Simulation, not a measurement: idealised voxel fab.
A process module follows: voxel transistor to metal.
For reference, the cross-section in this document is cut, with width 155 nm and square cells of 5 nm.
Cross-sections here: square-cell grids, written as top-down lists of bands, a band being one or more rows of cells. Within each band entry, the heights of the top and of the bottom of the band appear first, in that order and in nm; the materials of the band then follow from left to right, each with its corresponding width in nm. The designation "everywhere" on a single material indicates that it fills the band from edge to edge; the designation "blank" indicates empty space. We count height from 0. Below that, the starting wafer is all one material. The lowest band never ends at the bottom but goes on down; see "top 0, no bottom" for how that is written. The two numbers in a width such as "30..40" mark its ends across the band: the first belongs to the top row of cells, the second to the bottom row, and from each row to the next the width moves by the same amount. Basically "no change occurred" means that step didn't change any cell in the cross-section. What "Sealed voids" gives you is every empty space of 8 cells or more that is cut off from the top. Each appears as width x height at distance, with the distance taken from the left edge and width, height and distance all in nm. after a step's settings: what the simulator itself notes on the step. The line of a step may include "overlay nm". On a step with a mask, this value is how far to the right of its planned place the mask lay. A negative value means the mask lay to the left.
## Planned step list for the process
1 op RECEIVE | material Si
2 op OXIDIZE | depth nm 5
3 op CONFORMAL_DEP | material SiN | thk nm 15
4 op DIRECTIONAL_DEP | material aC | thk nm 15
5 op PATTERN | tone cover | mask id ACTIVE | material resist | width nm 110 | thk nm 35 | overlay nm 0
6 op DIRECTIONAL_ETCH | etch materials aC | depth nm 15
7 op STRIP | etch materials resist
8 op DIRECTIONAL_ETCH | etch materials SiN | depth nm 15
9 op DIRECTIONAL_ETCH | etch materials SiO2 | depth nm 5
10 op DIRECTIONAL_ETCH | etch materials Si | depth nm 35
11 op STRIP | etch materials aC
12 op OXIDIZE | depth nm 5
13 op FILL_DEP | material SiO2 | thk nm 15
14 op CMP | height nm 15
15 op SELECTIVE_ETCH | etch materials SiO2 | depth nm 10
16 op STRIP | etch materials SiN
17 op SELECTIVE_ETCH | etch materials SiO2 | depth nm 5
18 op OXIDIZE | depth nm 5
19 op DIRECTIONAL_DEP | material polySi | thk nm 25
20 op DIRECTIONAL_DEP | material SiCN | thk nm 10
21 op DIRECTIONAL_DEP | material aC | thk nm 10
22 op PATTERN | tone cover | mask id GATE | material resist | width nm 20 | thk nm 25 | overlay nm 0
23 op DIRECTIONAL_ETCH | etch materials aC | depth nm 10
24 op STRIP | etch materials resist
25 op DIRECTIONAL_ETCH | etch materials SiCN | depth nm 20
26 op DIRECTIONAL_ETCH | etch materials polySi | depth nm 35
27 op STRIP | etch materials aC
28 op CONFORMAL_DEP | material SiN | thk nm 5
29 op DIRECTIONAL_ETCH | etch materials SiN | depth nm 5
30 op DIRECTIONAL_ETCH | etch materials SiO2 | depth nm 5
31 op DIRECTIONAL_ETCH | etch materials Si | depth nm 10
32 op EPI | material pSi | thk nm 15
33 op FILL_DEP | material SiO2 | thk nm 10
34 op CMP | height nm 30
35 op DIRECTIONAL_DEP | material SiO2 | thk nm 15
36 op MASKED_ETCH | tone open | mask id CONTACT | width nm 30 | pitch nm 60 | etch materials SiO2 | depth nm 50 | overlay nm 0
37 op CONFORMAL_DEP | material TiN | thk nm 5
38 op FILL_DEP | material Ru | thk nm 10
39 op CMP | height nm 45
40 op CONFORMAL_DEP | material SiCN | thk nm 5
41 op DIRECTIONAL_DEP | material SiO2 | thk nm 25
42 op PATTERN | tone open | mask id METAL_1 | material resist | width nm 20 | pitch nm 70 | thk nm 20 | overlay nm 0
43 op DIRECTIONAL_ETCH | etch materials SiO2 | depth nm 25
44 op DIRECTIONAL_ETCH | etch materials SiCN | depth nm 5
45 op STRIP | etch materials resist
46 op CONFORMAL_DEP | material TiN | thk nm 5
47 op FILL_DEP | material W | thk nm 5
48 op CMP | height nm 75
49 op EPI | material Ru | thk nm 5
50 op FILL_DEP | material SiCN | thk nm 5
## Wafer as received: cross-section following step 1
  top 0, no bottom  Si everywhere
  Sealed voids: none
## Wafer cross-section at module end: first of two, run to plan
  top 85, bottom 80  SiCN everywhere
  top 80, bottom 75  25 SiCN | 30 Ru | 40 SiCN | 30 Ru | 30 SiCN
  top 75, bottom 50  30 SiO2 | 5 TiN | 10 W | 5 TiN | 50 SiO2 | 5 TiN | 10 W | 5 TiN | 35 SiO2
  top 50, bottom 45  30 SiCN | 20 TiN | 50 SiCN | 20 TiN | 35 SiCN
  top 45, bottom 30  30 SiO2 | 5 TiN | 20 Ru | 5 TiN | 30 SiO2 | 5 TiN | 20 Ru | 5 TiN | 35 SiO2
  top 30, bottom 20  30 SiO2 | 5 TiN | 20 Ru | 5 TiN | 5 SiN | 20 SiCN | 5 SiN | 5 TiN | 20 Ru | 5 TiN | 35 SiO2
  top 20, bottom 10  30 SiO2 | 5 TiN | 20 Ru | 5 TiN | 5 SiN | 20 polySi | 5 SiN | 5 TiN | 20 Ru | 5 TiN | 35 SiO2
  top 10, bottom 5  30 SiO2 | 5 TiN | 5 Ru | 20 TiN | 5 SiN | 20 polySi | 5 SiN | 20 TiN | 5 Ru | 5 TiN | 35 SiO2
  top 5, bottom 0  30 SiO2 | 5 TiN | 5 Ru | 5 TiN | 15 pSi | 5 SiN | 20 polySi | 5 SiN | 15 pSi | 5 TiN | 5 Ru | 5 TiN | 35 SiO2
  top 0, bottom -5  15 SiO2 | 5 SiN | 10 SiO2 | 15 TiN | 15 pSi | 5 SiN | 20 polySi | 5 SiN | 15 pSi | 15 TiN | 10 SiO2 | 5 SiN | 20 SiO2
  top -5, bottom -10  20 SiO2 | 40 pSi | 30 SiO2 | 40 pSi | 25 SiO2
  top -10, bottom -20  25 SiO2 | 35 pSi | 30 Si | 35 pSi | 30 SiO2
  top -20, bottom -45  25 SiO2 | 100 Si | 30 SiO2
  top -45, no bottom  Si everywhere
  Sealed voids: none
## This is the second of the two wafers, cross-sectioned at the end of the module; it started exactly like the first and was given the same plan, but it was run with one mistake
  top 85, bottom 80  SiCN everywhere
  top 80, bottom 75  25 SiCN | 30 Ru | 40 SiCN | 30 Ru | 30 SiCN
  top 75, bottom 50  30 SiO2 | 5 TiN | 10 W | 5 TiN | 50 SiO2 | 5 TiN | 10 W | 5 TiN | 35 SiO2
  top 50, bottom 45  30 SiCN | 20 TiN | 50 SiCN | 20 TiN | 35 SiCN
  top 45, bottom 30  30 SiO2 | 5 TiN | 20 Ru | 5 TiN | 30 SiO2 | 5 TiN | 20 Ru | 5 TiN | 35 SiO2
  top 30, bottom 20  30 SiO2 | 5 TiN | 20 Ru | 5 TiN | 5 SiN | 20 SiCN | 5 SiN | 5 TiN | 20 Ru | 5 TiN | 35 SiO2
  top 20, bottom 0  30 SiO2 | 5 TiN | 20 Ru | 5 TiN | 5 SiN | 20 polySi | 5 SiN | 5 TiN | 20 Ru | 5 TiN | 35 SiO2
  top 0, bottom -5  15 SiO2 | 5 SiN | 10 SiO2 | 30 TiN | 5 SiN | 20 polySi | 5 SiN | 30 TiN | 10 SiO2 | 5 SiN | 20 SiO2
  top -5, bottom -15  SiO2 everywhere
  top -15, bottom -45  25 SiO2 | 100 Si | 30 SiO2
  top -45, no bottom  Si everywhere
  Sealed voids: none
Deviation from plan: step 18 ran differently from the plan; actual operation with settings: op OXIDIZE | depth nm 10
At the finish, the second wafer shows more or fewer cells for some materials than the first does: Ru: 12 more; Si: 8 more; SiO2: 36 more; pSi: 56 fewer
